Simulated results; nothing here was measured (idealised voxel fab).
process module | voxel transistor to metal
cross-section cut | 170 nm wide | cells 5 nm
A cross-section is a grid of square cells, given in bands from the top down. A band is one or more rows of cells.
Each band's line starts with the height of the band's top and of its bottom, in nm. Then come its materials from left to right, each with its width in nm. One material with "throughout" fills the band from edge to edge. "air" is empty space.
Height 0 is the level under which the wafer as received is all one material. The lowest band goes on downwards, as in "0 down".
A width such as "30 to 40" changes by the same amount from each row of cells to the next, from the band's top row to its bottom row.
"no change" after a step means that no cell of the cross-section changed.
closed voids: empty space of 8 cells or more with no open way to the top, each as width x height at its distance from the left edge, in nm
after a step's settings: what the simulator itself notes on the step
overlay nm, on a step with a mask: how far to the right of its planned place the mask lay; to the left if negative
plan
1 op RECEIVE | material Si
2 op OXIDIZE | depth nm 5
3 op CONFORMAL_DEP | material SiN | thk nm 10
4 op MASKED_ETCH | tone cover | mask id ACTIVE | width nm 110 | etch materials SiN | depth nm 10 | overlay nm 0
5 op MASKED_ETCH | tone cover | mask id ACTIVE | width nm 110 | etch materials SiO2 | depth nm 5 | overlay nm 0
6 op MASKED_ETCH | tone cover | mask id ACTIVE | width nm 110 | etch materials Si | depth nm 20 | overlay nm 0
7 op OXIDIZE | depth nm 5
8 op FILL_DEP | material SiO2 | thk nm 15
9 op CMP | height nm 10
10 op SELECTIVE_ETCH | etch materials SiO2 | depth nm 10
11 op STRIP | etch materials SiN
12 op SELECTIVE_ETCH | etch materials SiO2 | depth nm 5
13 op OXIDIZE | depth nm 5
14 op DIRECTIONAL_DEP | material polySi | thk nm 20
15 op DIRECTIONAL_DEP | material SiCN | thk nm 10
16 op DIRECTIONAL_DEP | material aC | thk nm 15
17 op PATTERN | tone cover | mask id GATE | material resist | width nm 30 | thk nm 35 | overlay nm 0
18 op DIRECTIONAL_ETCH | etch materials aC | depth nm 15
19 op STRIP | etch materials resist
20 op DIRECTIONAL_ETCH | etch materials SiCN | depth nm 20
21 op DIRECTIONAL_ETCH | etch materials polySi | depth nm 30
22 op STRIP | etch materials aC
23 op CONFORMAL_DEP | material SiO2 | thk nm 5
24 op DIRECTIONAL_ETCH | etch materials SiO2 | depth nm 5
25 op CONFORMAL_DEP | material SiN | thk nm 5
26 op DIRECTIONAL_ETCH | etch materials SiN | depth nm 5
27 op DIRECTIONAL_ETCH | etch materials SiO2 | depth nm 5
28 op DIRECTIONAL_ETCH | etch materials Si | depth nm 10
29 op EPI | material SiGe | thk nm 15
30 op FILL_DEP | material SiO2 | thk nm 10
31 op CMP | height nm 15
32 op STRIP | etch materials polySi
33 op SELECTIVE_ETCH | etch materials SiO2 | depth nm 5
34 op CONFORMAL_DEP | material HfO2 | thk nm 5
35 op CONFORMAL_DEP | material TiN | thk nm 5
36 op FILL_DEP | material W | thk nm 5
37 op CMP | height nm 10
38 op DIRECTIONAL_DEP | material SiO2 | thk nm 10
39 op MASKED_ETCH | tone open | mask id CONTACT | width nm 20 | pitch nm 80 | etch materials SiO2 | depth nm 25 | overlay nm 0
40 op CONFORMAL_DEP | material TiN | thk nm 5
41 op FILL_DEP | material W | thk nm 10
42 op CMP | height nm 20
43 op DIRECTIONAL_DEP | material TiN | thk nm 5
44 op DIRECTIONAL_DEP | material W | thk nm 20
45 op PATTERN | tone cover | mask id METAL_1 | material resist | width nm 20 | pitch nm 80 | thk nm 20 | overlay nm 0
46 op DIRECTIONAL_ETCH | etch materials W | depth nm 20
47 op DIRECTIONAL_ETCH | etch materials TiN | depth nm 5
48 op STRIP | etch materials resist
49 op CONFORMAL_DEP | material SiN | thk nm 5
50 op FILL_DEP | material lowk | thk nm 10
51 op CMP | height nm 45
52 op CONFORMAL_DEP | material SiN | thk nm 5
first wafer, as planned
as received, after step 1
  0 down: Si throughout
  closed voids: none
after step 2
  0 to -5: SiO2 throughout
  below -5: unchanged
after step 3
  10 to 0: SiN throughout
  below 0: unchanged
after step 4
  10 to 0: air 30 | SiN 110 | air 30
  below 0: unchanged
after step 5
  10 to 0: air 30 | SiN 110 | air 30
  0 to -5: air 30 | SiO2 110 | air 30
  below -5: unchanged
after step 6
  10 to 0: air 30 | SiN 110 | air 30
  0 to -5: air 30 | SiO2 110 | air 30
  -5 to -25: air 30 | Si 110 | air 30
  below -25: unchanged
after step 7
  10 to 0: air 30 | SiN 110 | air 30
  0 to -5: air 30 | SiO2 110 | air 30
  -5 to -25: air 30 | SiO2 5 | Si 100 | SiO2 5 | air 30
  -25 to -30: SiO2 35 | Si 100 | SiO2 35
  below -30: unchanged
after step 8
  25 to 10: SiO2 throughout
  10 to 0: SiO2 30 | SiN 110 | SiO2 30
  0 to -5: SiO2 throughout
  -5 to -30: SiO2 35 | Si 100 | SiO2 35
  below -30: unchanged
after step 9
  10 to 0: SiO2 30 | SiN 110 | SiO2 30
  below 0: unchanged
after step 10
  10 to 0: air 30 | SiN 110 | air 30
  below 0: unchanged
after step 11
  0 to -5: SiO2 throughout
  below -5: unchanged
after step 12
  -5 to -30: SiO2 35 | Si 100 | SiO2 35
  below -30: unchanged
after step 13
  -5 to -10: SiO2 throughout
  below -10: unchanged
after step 14
  15 to -5: polySi throughout
  below -5: unchanged
after step 15
  25 to 15: SiCN throughout
  below 15: unchanged
after step 16
  40 to 25: aC throughout
  below 25: unchanged
after step 17
  75 to 40: air 70 | resist 30 | air 70
  below 40: unchanged
after step 18
  60 to 40: air 70 | resist 30 | air 70
  40 to 25: air 70 | aC 30 | air 70
  below 25: unchanged
after step 19
  40 to 25: air 70 | aC 30 | air 70
  below 25: unchanged
after step 20
  40 to 25: air 70 | aC 30 | air 70
  25 to 15: air 70 | SiCN 30 | air 70
  below 15: unchanged
after step 21
  40 to 25: air 70 | aC 30 | air 70
  25 to 15: air 70 | SiCN 30 | air 70
  15 to -5: air 70 | polySi 30 | air 70
  below -5: unchanged
after step 22
  25 to 15: air 70 | SiCN 30 | air 70
  below 15: unchanged
after step 23
  30 to 25: air 65 | SiO2 40 | air 65
  25 to 15: air 65 | SiO2 5 | SiCN 30 | SiO2 5 | air 65
  15 to 0: air 65 | SiO2 5 | polySi 30 | SiO2 5 | air 65
  0 to -5: SiO2 70 | polySi 30 | SiO2 70
  below -5: unchanged
after step 24
  25 to 15: air 65 | SiO2 5 | SiCN 30 | SiO2 5 | air 65
  15 to -5: air 65 | SiO2 5 | polySi 30 | SiO2 5 | air 65
  below -5: unchanged
after step 25
  30 to 25: air 60 | SiN 50 | air 60
  25 to 15: air 60 | SiN 5 | SiO2 5 | SiCN 30 | SiO2 5 | SiN 5 | air 60
  15 to 0: air 60 | SiN 5 | SiO2 5 | polySi 30 | SiO2 5 | SiN 5 | air 60
  0 to -5: SiN 65 | SiO2 5 | polySi 30 | SiO2 5 | SiN 65
  below -5: unchanged
after step 26
  25 to 15: air 60 | SiN 5 | SiO2 5 | SiCN 30 | SiO2 5 | SiN 5 | air 60
  15 to -5: air 60 | SiN 5 | SiO2 5 | polySi 30 | SiO2 5 | SiN 5 | air 60
  below -5: unchanged
after step 27
  25 to 20: air 60 | SiN 5 | air 5 | SiCN 30 | air 5 | SiN 5 | air 60
  20 to 15: air 60 | SiN 5 | SiO2 5 | SiCN 30 | SiO2 5 | SiN 5 | air 60
  15 to -5: air 60 | SiN 5 | SiO2 5 | polySi 30 | SiO2 5 | SiN 5 | air 60
  -5 to -10: air 60 | SiO2 50 | air 60
  below -10: unchanged
after step 28
  25 to 20: air 60 | SiN 5 | air 5 | SiCN 30 | air 5 | SiN 5 | air 60
  20 to 15: air 60 | SiN 5 | SiO2 5 | SiCN 30 | SiO2 5 | SiN 5 | air 60
  15 to -5: air 60 | SiN 5 | SiO2 5 | polySi 30 | SiO2 5 | SiN 5 | air 60
  -5 to -10: air 60 | SiO2 50 | air 60
  -10 to -20: SiO2 35 | air 25 | Si 50 | air 25 | SiO2 35
  below -20: unchanged
after step 29
  25 to 20: air 60 | SiN 5 | air 5 | SiCN 30 | air 5 | SiN 5 | air 60
  20 to 15: air 60 | SiN 5 | SiO2 5 | SiCN 30 | SiO2 5 | SiN 5 | air 60
  15 to 5: air 60 | SiN 5 | SiO2 5 | polySi 30 | SiO2 5 | SiN 5 | air 60
  5 to -5: air 45 | SiGe 15 | SiN 5 | SiO2 5 | polySi 30 | SiO2 5 | SiN 5 | SiGe 15 | air 45
  -5 to -10: air 30 | SiGe 30 | SiO2 50 | SiGe 30 | air 30
  -10 to -20: SiO2 35 | SiGe 25 | Si 50 | SiGe 25 | SiO2 35
  below -20: unchanged
after step 30
  35 to 25: SiO2 throughout
  25 to 15: SiO2 60 | SiN 5 | SiO2 5 | SiCN 30 | SiO2 5 | SiN 5 | SiO2 60
  15 to 5: SiO2 60 | SiN 5 | SiO2 5 | polySi 30 | SiO2 5 | SiN 5 | SiO2 60
  5 to -5: SiO2 45 | SiGe 15 | SiN 5 | SiO2 5 | polySi 30 | SiO2 5 | SiN 5 | SiGe 15 | SiO2 45
  -5 to -10: SiO2 30 | SiGe 30 | SiO2 50 | SiGe 30 | SiO2 30
  below -10: unchanged
after step 31
  15 to 5: SiO2 60 | SiN 5 | SiO2 5 | polySi 30 | SiO2 5 | SiN 5 | SiO2 60
  below 5: unchanged
after step 32
  15 to 5: SiO2 60 | SiN 5 | SiO2 5 | air 30 | SiO2 5 | SiN 5 | SiO2 60
  5 to -5: SiO2 45 | SiGe 15 | SiN 5 | SiO2 5 | air 30 | SiO2 5 | SiN 5 | SiGe 15 | SiO2 45
  below -5: unchanged
after step 33
  15 to 10: air 60 | SiN 5 | air 40 | SiN 5 | air 60
  10 to 5: SiO2 60 | SiN 5 | air 40 | SiN 5 | SiO2 60
  5 to -5: SiO2 45 | SiGe 15 | SiN 5 | air 40 | SiN 5 | SiGe 15 | SiO2 45
  -5 to -10: SiO2 30 | SiGe 30 | SiO2 5 | air 40 | SiO2 5 | SiGe 30 | SiO2 30
  below -10: unchanged
after step 34
  20 to 15: air 55 | HfO2 15 | air 30 | HfO2 15 | air 55
  15 to 10: HfO2 60 | SiN 5 | HfO2 5 | air 30 | HfO2 5 | SiN 5 | HfO2 60
  10 to 5: SiO2 60 | SiN 5 | HfO2 5 | air 30 | HfO2 5 | SiN 5 | SiO2 60
  5 to -5: SiO2 45 | SiGe 15 | SiN 5 | HfO2 5 | air 30 | HfO2 5 | SiN 5 | SiGe 15 | SiO2 45
  -5 to -10: SiO2 30 | SiGe 30 | SiO2 5 | HfO2 40 | SiO2 5 | SiGe 30 | SiO2 30
  below -10: unchanged
after step 35
  25 to 20: air 50 | TiN 25 | air 20 | TiN 25 | air 50
  20 to 15: TiN 55 | HfO2 15 | TiN 5 | air 20 | TiN 5 | HfO2 15 | TiN 55
  15 to 10: HfO2 60 | SiN 5 | HfO2 5 | TiN 5 | air 20 | TiN 5 | HfO2 5 | SiN 5 | HfO2 60
  10 to 5: SiO2 60 | SiN 5 | HfO2 5 | TiN 5 | air 20 | TiN 5 | HfO2 5 | SiN 5 | SiO2 60
  5 to 0: SiO2 45 | SiGe 15 | SiN 5 | HfO2 5 | TiN 5 | air 20 | TiN 5 | HfO2 5 | SiN 5 | SiGe 15 | SiO2 45
  0 to -5: SiO2 45 | SiGe 15 | SiN 5 | HfO2 5 | TiN 30 | HfO2 5 | SiN 5 | SiGe 15 | SiO2 45
  below -5: unchanged
after step 36
  30 to 25: W throughout
  25 to 20: W 50 | TiN 25 | W 20 | TiN 25 | W 50
  20 to 15: TiN 55 | HfO2 15 | TiN 5 | W 20 | TiN 5 | HfO2 15 | TiN 55
  15 to 10: HfO2 60 | SiN 5 | HfO2 5 | TiN 5 | W 20 | TiN 5 | HfO2 5 | SiN 5 | HfO2 60
  10 to 5: SiO2 60 | SiN 5 | HfO2 5 | TiN 5 | W 20 | TiN 5 | HfO2 5 | SiN 5 | SiO2 60
  5 to 0: SiO2 45 | SiGe 15 | SiN 5 | HfO2 5 | TiN 5 | W 20 | TiN 5 | HfO2 5 | SiN 5 | SiGe 15 | SiO2 45
  below 0: unchanged
after step 37
  10 to 5: SiO2 60 | SiN 5 | HfO2 5 | TiN 5 | W 20 | TiN 5 | HfO2 5 | SiN 5 | SiO2 60
  below 5: unchanged
after step 38
  20 to 10: SiO2 throughout
  below 10: unchanged
after step 39
  20 to 10: SiO2 35 | air 20 | SiO2 60 | air 20 | SiO2 35
  10 to 5: SiO2 35 | air 20 | SiO2 5 | SiN 5 | HfO2 5 | TiN 5 | W 20 | TiN 5 | HfO2 5 | SiN 5 | SiO2 5 | air 20 | SiO2 35
  5 to 0: SiO2 35 | air 10 | SiGe 15 | SiN 5 | HfO2 5 | TiN 5 | W 20 | TiN 5 | HfO2 5 | SiN 5 | SiGe 15 | air 10 | SiO2 35
  0 to -5: SiO2 35 | air 10 | SiGe 15 | SiN 5 | HfO2 5 | TiN 30 | HfO2 5 | SiN 5 | SiGe 15 | air 10 | SiO2 35
  below -5: unchanged
after step 40
  25 to 20: TiN 40 | air 10 | TiN 70 | air 10 | TiN 40
  20 to 10: SiO2 35 | TiN 5 | air 10 | TiN 5 | SiO2 60 | TiN 5 | air 10 | TiN 5 | SiO2 35
  10 to 5: SiO2 35 | TiN 20 | SiO2 5 | SiN 5 | HfO2 5 | TiN 5 | W 20 | TiN 5 | HfO2 5 | SiN 5 | SiO2 5 | TiN 20 | SiO2 35
  5 to 0: SiO2 35 | TiN 10 | SiGe 15 | SiN 5 | HfO2 5 | TiN 5 | W 20 | TiN 5 | HfO2 5 | SiN 5 | SiGe 15 | TiN 10 | SiO2 35
  0 to -5: SiO2 35 | TiN 10 | SiGe 15 | SiN 5 | HfO2 5 | TiN 30 | HfO2 5 | SiN 5 | SiGe 15 | TiN 10 | SiO2 35
  below -5: unchanged
after step 41
  35 to 25: W throughout
  25 to 20: TiN 40 | W 10 | TiN 70 | W 10 | TiN 40
  20 to 10: SiO2 35 | TiN 5 | W 10 | TiN 5 | SiO2 60 | TiN 5 | W 10 | TiN 5 | SiO2 35
  below 10: unchanged
after step 42
  20 to 10: SiO2 35 | TiN 5 | W 10 | TiN 5 | SiO2 60 | TiN 5 | W 10 | TiN 5 | SiO2 35
  below 10: unchanged
after step 43
  25 to 20: TiN throughout
  below 20: unchanged
after step 44
  45 to 25: W throughout
  below 25: unchanged
after step 45
  65 to 45: air 35 | resist 20 | air 60 | resist 20 | air 35
  below 45: unchanged
after step 46
  65 to 45: air 35 | resist 20 | air 60 | resist 20 | air 35
  45 to 25: air 35 | W 20 | air 60 | W 20 | air 35
  below 25: unchanged
after step 47
  65 to 45: air 35 | resist 20 | air 60 | resist 20 | air 35
  45 to 25: air 35 | W 20 | air 60 | W 20 | air 35
  25 to 20: air 35 | TiN 20 | air 60 | TiN 20 | air 35
  below 20: unchanged
after step 48
  45 to 25: air 35 | W 20 | air 60 | W 20 | air 35
  below 25: unchanged
after step 49
  50 to 45: air 30 | SiN 30 | air 50 | SiN 30 | air 30
  45 to 25: air 30 | SiN 5 | W 20 | SiN 5 | air 50 | SiN 5 | W 20 | SiN 5 | air 30
  25 to 20: SiN 35 | TiN 20 | SiN 60 | TiN 20 | SiN 35
  below 20: unchanged
after step 50
  60 to 50: lowk throughout
  50 to 45: lowk 30 | SiN 30 | lowk 50 | SiN 30 | lowk 30
  45 to 25: lowk 30 | SiN 5 | W 20 | SiN 5 | lowk 50 | SiN 5 | W 20 | SiN 5 | lowk 30
  below 25: unchanged
after step 51
  45 to 25: lowk 30 | SiN 5 | W 20 | SiN 5 | lowk 50 | SiN 5 | W 20 | SiN 5 | lowk 30
  below 25: unchanged
after step 52
  50 to 45: SiN throughout
  below 45: unchanged
second wafer: like start, like plan, one mistake. Through step 38 it matches the first wafer
when step 39 should have ended
  20 to 10: SiO2 35 | air 25 | SiO2 55 | air 25 | SiO2 30
  10 to 5: SiO2 35 | air 25 | SiN 5 | HfO2 5 | TiN 5 | W 20 | TiN 5 | HfO2 5 | SiN 5 | SiO2 5 | air 25 | SiO2 30
  5 to 0: SiO2 35 | air 10 | SiGe 15 | SiN 5 | HfO2 5 | TiN 5 | W 20 | TiN 5 | HfO2 5 | SiN 5 | SiGe 15 | air 15 | SiO2 30
  0 to -5: SiO2 35 | air 10 | SiGe 15 | SiN 5 | HfO2 5 | TiN 30 | HfO2 5 | SiN 5 | SiGe 15 | air 15 | SiO2 30
  below -5: unchanged
when step 40 should have ended
  25 to 20: TiN 40 | air 15 | TiN 65 | air 15 | TiN 35
  20 to 10: SiO2 35 | TiN 5 | air 15 | TiN 5 | SiO2 55 | TiN 5 | air 15 | TiN 5 | SiO2 30
  10 to 5: SiO2 35 | TiN 25 | SiN 5 | HfO2 5 | TiN 5 | W 20 | TiN 5 | HfO2 5 | SiN 5 | SiO2 5 | TiN 15 | air 5 | TiN 5 | SiO2 30
  5 to 0: SiO2 35 | TiN 10 | SiGe 15 | SiN 5 | HfO2 5 | TiN 5 | W 20 | TiN 5 | HfO2 5 | SiN 5 | SiGe 15 | TiN 5 | air 5 | TiN 5 | SiO2 30
  0 to -5: SiO2 35 | TiN 10 | SiGe 15 | SiN 5 | HfO2 5 | TiN 30 | HfO2 5 | SiN 5 | SiGe 15 | TiN 15 | SiO2 30
  below -5: unchanged
when step 41 should have ended
  35 to 25: W throughout
  25 to 20: TiN 40 | W 15 | TiN 65 | W 15 | TiN 35
  20 to 10: SiO2 35 | TiN 5 | W 15 | TiN 5 | SiO2 55 | TiN 5 | W 15 | TiN 5 | SiO2 30
  10 to 5: SiO2 35 | TiN 25 | SiN 5 | HfO2 5 | TiN 5 | W 20 | TiN 5 | HfO2 5 | SiN 5 | SiO2 5 | TiN 15 | W 5 | TiN 5 | SiO2 30
  5 to 0: SiO2 35 | TiN 10 | SiGe 15 | SiN 5 | HfO2 5 | TiN 5 | W 20 | TiN 5 | HfO2 5 | SiN 5 | SiGe 15 | TiN 5 | W 5 | TiN 5 | SiO2 30
  below 0: unchanged
when step 42 should have ended
  20 to 10: SiO2 35 | TiN 5 | W 15 | TiN 5 | SiO2 55 | TiN 5 | W 15 | TiN 5 | SiO2 30
  below 10: unchanged
when step 43 should have ended
  25 to 20: TiN throughout
  below 20: unchanged
when step 44 should have ended
  45 to 25: W throughout
  below 25: unchanged
when step 45 should have ended
  65 to 45: air 35 | resist 20 | air 60 | resist 20 | air 35
  below 45: unchanged
when step 46 should have ended
  65 to 45: air 35 | resist 20 | air 60 | resist 20 | air 35
  45 to 25: air 35 | W 20 | air 60 | W 20 | air 35
  below 25: unchanged
when step 47 should have ended
  65 to 45: air 35 | resist 20 | air 60 | resist 20 | air 35
  45 to 25: air 35 | W 20 | air 60 | W 20 | air 35
  25 to 20: air 35 | TiN 20 | air 60 | TiN 20 | air 35
  below 20: unchanged
when step 48 should have ended
  45 to 25: air 35 | W 20 | air 60 | W 20 | air 35
  below 25: unchanged
when step 49 should have ended
  50 to 45: air 30 | SiN 30 | air 50 | SiN 30 | air 30
  45 to 25: air 30 | SiN 5 | W 20 | SiN 5 | air 50 | SiN 5 | W 20 | SiN 5 | air 30
  25 to 20: SiN 35 | TiN 20 | SiN 60 | TiN 20 | SiN 35
  below 20: unchanged
when step 50 should have ended
  60 to 50: lowk throughout
  50 to 45: lowk 30 | SiN 30 | lowk 50 | SiN 30 | lowk 30
  45 to 25: lowk 30 | SiN 5 | W 20 | SiN 5 | lowk 50 | SiN 5 | W 20 | SiN 5 | lowk 30
  below 25: unchanged
when step 51 should have ended
  45 to 25: lowk 30 | SiN 5 | W 20 | SiN 5 | lowk 50 | SiN 5 | W 20 | SiN 5 | lowk 30
  below 25: unchanged
when step 52 should have ended
  50 to 45: SiN throughout
  below 45: unchanged
what went wrong: step 39 ran as: op MASKED_ETCH | tone open | mask id CONTACT | width nm 25 | pitch nm 80 | etch materials SiO2 | depth nm 25 | overlay nm 0
at the end the second wafer has, in cells: 8 fewer of SiO2 | 2 more of TiN | 6 more of W
